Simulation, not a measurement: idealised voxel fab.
process module | voxel released beams
cross-section cut | 195 nm wide | cells 5 nm
A cross-section is a grid of square cells, given in bands from the top down. A band is one or more rows of cells.
Each band's line starts with the height of the band's top and of its bottom, in nm. Then come its materials from left to right, each with its width in nm. One material with "throughout" fills the band from edge to edge. "air" is empty space.
Height 0 is the level under which the wafer as received is all one material. The lowest band goes on downwards, as in "0 down".
A width such as "30 to 40" changes by the same amount from each row of cells to the next, from the band's top row to its bottom row.
"no change" after a step means that no cell of the cross-section changed.
closed voids: empty space of 8 cells or more with no open way to the top, each as width x height at its distance from the left edge, in nm
after a step's settings: what the simulator itself notes on the step
overlay nm, on a step with a mask: how far to the right of its planned place the mask lay; to the left if negative
plan
1 op RECEIVE | material Si
2 op CONFORMAL_DEP | material Al2O3 | thk nm 10
3 op DIRECTIONAL_DEP | material SiO2 | thk nm 15
4 op DIRECTIONAL_DEP | material aC | thk nm 10
5 op PATTERN | tone open | mask id ANCHOR | material resist | width nm 40 | thk nm 30 | overlay nm 0
6 op DIRECTIONAL_ETCH | etch materials aC | depth nm 10
7 op STRIP | etch materials resist
8 op DIRECTIONAL_ETCH | etch materials SiO2 | depth nm 15
9 op STRIP | etch materials aC
10 op CONFORMAL_DEP | material SiN | thk nm 15
11 op MASKED_ETCH | tone cover | mask id BEAM | width nm 85 | etch materials SiN | depth nm 15 | overlay nm 0
12 op STRIP | etch materials SiO2
as received, after step 1
  0 down: Si throughout
  closed voids: none
a wafer at the end: this start, this plan, one mistake
  40 to 25: air 50 | SiN 85 | air 60
  25 to 15: Al2O3 throughout
  15 to 0: SiO2 throughout
  0 down: Si throughout
  closed voids: none
what went wrong: steps 2 and 3 were swapped
